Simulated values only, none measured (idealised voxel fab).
Documented hereafter: the process module known as voxel wiring stack.
Section cut is 240 nm wide and gridded with 5 nm square cells.
Cross-section format: a grid of square cells, given as bands from top to bottom; each band is one or more rows of cells.
Band entry format. Leading values: height of top, height of bottom, nm. Remainder: materials in left-to-right order, each with its width in nm. Special words: "throughout" on a single material, which then fills the band edge to edge; "blank", empty space.
It should be noted that heights are counted from 0, beneath which the wafer as supplied is of one material throughout, and that the lowest band possesses no lower boundary but continues downward, as written in "0 and below".
The expression "30..40" gives the width at the extremes of the band, the first number at its top row of cells and the second at its bottom row, with the width changing by equal amounts from each row to the next in between.
When a step is marked "no modifications", none of the cells in the cross-section changed during that step.
"Closed empty spaces" - sealed voids, min. 8 cells, no opening to top; format: width x height at distance (distance from left edge; nm throughout).
On a step's line, text after the settings is the simulator commenting on that step.
"overlay nm" answers the question of how far to the right of plan the mask lay on a step that has a mask, and when it is negative the answer is to the left.
-- Set out below are the planned steps of the process
1,RECEIVE [material Si]
2,CONFORMAL_DEP [material SiO2] [thk nm 15]
3,CONFORMAL_DEP [material SiN] [thk nm 5]
4,DIRECTIONAL_DEP [material lowk] [thk nm 20]
5,PATTERN [tone open] [mask id METAL_1] [material resist] [width nm 30] [pitch nm 45] [thk nm 15] [overlay nm 0]
6,DIRECTIONAL_ETCH [etch materials lowk] [depth nm 20]
7,DIRECTIONAL_ETCH [etch materials SiN] [depth nm 5]
8,STRIP [etch materials resist]
9,CONFORMAL_DEP [material TiN] [thk nm 5]
10,FILL_DEP [material Cu] [thk nm 5]
11,CMP [height nm 40]
12,CONFORMAL_DEP [material SiCN] [thk nm 5]
13,DIRECTIONAL_DEP [material lowk] [thk nm 20]
14,MASKED_ETCH [tone open] [mask id PLUG_1] [width nm 15] [pitch nm 45] [etch materials lowk] [depth nm 20] [overlay nm 0]
15,MASKED_ETCH [tone open] [mask id PLUG_1] [width nm 15] [pitch nm 45] [etch materials SiCN] [depth nm 5] [overlay nm 0]
16,CONFORMAL_DEP [material TiN] [thk nm 5]
17,FILL_DEP [material Cu] [thk nm 5]
18,CMP [height nm 65]
19,CONFORMAL_DEP [material SiCN] [thk nm 5]
20,DIRECTIONAL_DEP [material lowk] [thk nm 20]
21,DIRECTIONAL_DEP [material aC] [thk nm 15]
22,PATTERN [tone open] [mask id METAL_2] [material resist] [width nm 30] [pitch nm 45] [thk nm 35] [overlay nm 0]
23,DIRECTIONAL_ETCH [etch materials aC] [depth nm 15]
24,STRIP [etch materials resist]
25,DIRECTIONAL_ETCH [etch materials lowk] [depth nm 20]
26,DIRECTIONAL_ETCH [etch materials SiCN] [depth nm 5]
27,STRIP [etch materials aC]
28,CONFORMAL_DEP [material TiN] [thk nm 5]
29,FILL_DEP [material W] [thk nm 5]
30,CMP [height nm 90]
31,EPI [material Ru] [thk nm 5]
32,FILL_DEP [material SiCN] [thk nm 5]
33,DIRECTIONAL_DEP [material lowk] [thk nm 35]
34,PATTERN [tone open] [mask id METAL_3] [material resist] [width nm 30] [pitch nm 45] [thk nm 20] [overlay nm 0]
35,DIRECTIONAL_ETCH [etch materials lowk] [depth nm 20]
36,STRIP [etch materials resist]
37,MASKED_ETCH [tone open] [mask id METAL_3_HOLES] [width nm 15] [pitch nm 45] [etch materials lowk] [depth nm 15] [overlay nm 0]
38,MASKED_ETCH [tone open] [mask id METAL_3_HOLES] [width nm 15] [pitch nm 45] [etch materials SiCN] [depth nm 5] [overlay nm 0]
39,CONFORMAL_DEP [material TiN] [thk nm 5]
40,FILL_DEP [material Cu] [thk nm 5]
41,CMP [height nm 135]
42,CONFORMAL_DEP [material SiCN] [thk nm 5]
-- So this is the incoming wafer in cross-section - it's already been through step 1
    0 and below  Si throughout
    Closed empty spaces: none
-- Sectioned view, first of two wafers, at the close of the module, processed as intended in the plan
    140 down to 135  SiCN throughout
    135 down to 120  lowk 35 nm | TiN 5 nm | Cu 20 nm | TiN 5 nm | lowk 15 nm | TiN 5 nm | Cu 20 nm | TiN 5 nm | lowk 15 nm | TiN 5 nm | Cu 20 nm | TiN 5 nm | lowk 15 nm | TiN 5 nm | Cu 20 nm | TiN 5 nm | lowk 40 nm
    120 down to 115  lowk 35 nm | TiN 5 nm | Cu 5 nm | TiN 20 nm | lowk 15 nm | TiN 5 nm | Cu 5 nm | TiN 20 nm | lowk 15 nm | TiN 5 nm | Cu 5 nm | TiN 20 nm | lowk 15 nm | TiN 5 nm | Cu 5 nm | TiN 20 nm | lowk 40 nm
    115 down to 100  lowk 35 nm | TiN 5 nm | Cu 5 nm | TiN 5 nm | lowk 30 nm | TiN 5 nm | Cu 5 nm | TiN 5 nm | lowk 30 nm | TiN 5 nm | Cu 5 nm | TiN 5 nm | lowk 30 nm | TiN 5 nm | Cu 5 nm | TiN 5 nm | lowk 55 nm
    100 down to 95  SiCN 35 nm | TiN 15 nm | SiCN 30 nm | TiN 15 nm | SiCN 30 nm | TiN 15 nm | SiCN 30 nm | TiN 15 nm | SiCN 55 nm
    95 down to 90  SiCN 30 nm | Ru 40 nm | SiCN 5 nm | Ru 40 nm | SiCN 5 nm | Ru 40 nm | SiCN 5 nm | Ru 40 nm | SiCN 35 nm
    90 down to 70  lowk 35 nm | TiN 5 nm | W 20 nm | TiN 5 nm | lowk 15 nm | TiN 5 nm | W 20 nm | TiN 5 nm | lowk 15 nm | TiN 5 nm | W 20 nm | TiN 5 nm | lowk 15 nm | TiN 5 nm | W 20 nm | TiN 5 nm | lowk 40 nm
    70 down to 65  SiCN 35 nm | TiN 30 nm | SiCN 15 nm | TiN 30 nm | SiCN 15 nm | TiN 30 nm | SiCN 15 nm | TiN 30 nm | SiCN 40 nm
    65 down to 45  lowk 35 nm | TiN 5 nm | Cu 5 nm | TiN 5 nm | lowk 30 nm | TiN 5 nm | Cu 5 nm | TiN 5 nm | lowk 30 nm | TiN 5 nm | Cu 5 nm | TiN 5 nm | lowk 30 nm | TiN 5 nm | Cu 5 nm | TiN 5 nm | lowk 55 nm
    45 down to 40  SiCN 35 nm | TiN 15 nm | SiCN 30 nm | TiN 15 nm | SiCN 30 nm | TiN 15 nm | SiCN 30 nm | TiN 15 nm | SiCN 55 nm
    40 down to 20  lowk 35 nm | TiN 5 nm | Cu 20 nm | TiN 5 nm | lowk 15 nm | TiN 5 nm | Cu 20 nm | TiN 5 nm | lowk 15 nm | TiN 5 nm | Cu 20 nm | TiN 5 nm | lowk 15 nm | TiN 5 nm | Cu 20 nm | TiN 5 nm | lowk 40 nm
    20 down to 15  SiN 35 nm | TiN 30 nm | SiN 15 nm | TiN 30 nm | SiN 15 nm | TiN 30 nm | SiN 15 nm | TiN 30 nm | SiN 40 nm
    15 down to 0  SiO2 throughout
    0 and below  Si throughout
    Closed empty spaces: none
-- Same start, same plan as the first wafer - but one mistake in the run. Cross-section of the second of the two at the end of the module
    140 down to 135  SiCN throughout
    135 down to 125  lowk 35 nm | TiN 5 nm | Cu 20 nm | TiN 5 nm | lowk 15 nm | TiN 5 nm | Cu 20 nm | TiN 5 nm | lowk 15 nm | TiN 5 nm | Cu 20 nm | TiN 5 nm | lowk 15 nm | TiN 5 nm | Cu 20 nm | TiN 5 nm | lowk 40 nm
    125 down to 120  lowk 35 nm | TiN 10 nm | Cu 15 nm | TiN 5 nm | lowk 15 nm | TiN 10 nm | Cu 15 nm | TiN 5 nm | lowk 15 nm | TiN 10 nm | Cu 15 nm | TiN 5 nm | lowk 15 nm | TiN 10 nm | Cu 15 nm | TiN 5 nm | lowk 40 nm
    120 down to 115  lowk 40 nm | TiN 25 nm | lowk 20 nm | TiN 25 nm | lowk 20 nm | TiN 25 nm | lowk 20 nm | TiN 25 nm | lowk 40 nm
    115 down to 100  lowk 40 nm | TiN 10 nm | lowk 35 nm | TiN 10 nm | lowk 35 nm | TiN 10 nm | lowk 35 nm | TiN 10 nm | lowk 55 nm
    100 down to 95  SiCN 40 nm | TiN 10 nm | SiCN 35 nm | TiN 10 nm | SiCN 35 nm | TiN 10 nm | SiCN 35 nm | TiN 10 nm | SiCN 55 nm
    95 down to 90  SiCN 30 nm | Ru 40 nm | SiCN 5 nm | Ru 40 nm | SiCN 5 nm | Ru 40 nm | SiCN 5 nm | Ru 40 nm | SiCN 35 nm
    90 down to 70  lowk 35 nm | TiN 5 nm | W 20 nm | TiN 5 nm | lowk 15 nm | TiN 5 nm | W 20 nm | TiN 5 nm | lowk 15 nm | TiN 5 nm | W 20 nm | TiN 5 nm | lowk 15 nm | TiN 5 nm | W 20 nm | TiN 5 nm | lowk 40 nm
    70 down to 65  SiCN 35 nm | TiN 30 nm | SiCN 15 nm | TiN 30 nm | SiCN 15 nm | TiN 30 nm | SiCN 15 nm | TiN 30 nm | SiCN 40 nm
    65 down to 45  lowk 35 nm | TiN 5 nm | Cu 5 nm | TiN 5 nm | lowk 30 nm | TiN 5 nm | Cu 5 nm | TiN 5 nm | lowk 30 nm | TiN 5 nm | Cu 5 nm | TiN 5 nm | lowk 30 nm | TiN 5 nm | Cu 5 nm | TiN 5 nm | lowk 55 nm
    45 down to 40  SiCN 35 nm | TiN 15 nm | SiCN 30 nm | TiN 15 nm | SiCN 30 nm | TiN 15 nm | SiCN 30 nm | TiN 15 nm | SiCN 55 nm
    40 down to 20  lowk 35 nm | TiN 5 nm | Cu 20 nm | TiN 5 nm | lowk 15 nm | TiN 5 nm | Cu 20 nm | TiN 5 nm | lowk 15 nm | TiN 5 nm | Cu 20 nm | TiN 5 nm | lowk 15 nm | TiN 5 nm | Cu 20 nm | TiN 5 nm | lowk 40 nm
    20 down to 15  SiN 35 nm | TiN 30 nm | SiN 15 nm | TiN 30 nm | SiN 15 nm | TiN 30 nm | SiN 15 nm | TiN 30 nm | SiN 40 nm
    15 down to 0  SiO2 throughout
    0 and below  Si throughout
    Closed empty spaces: none
What broke from the plan during processing? step 34, actual vs plan mismatch, actual run PATTERN [tone open] [mask id METAL_3] [material resist] [width nm 25] [pitch nm 45] [thk nm 20] [overlay nm 0]
End check, counted in cells, second wafer has more or fewer of these materials than the first: Cu: 20 fewer, SiCN: 4 more, lowk: 16 more
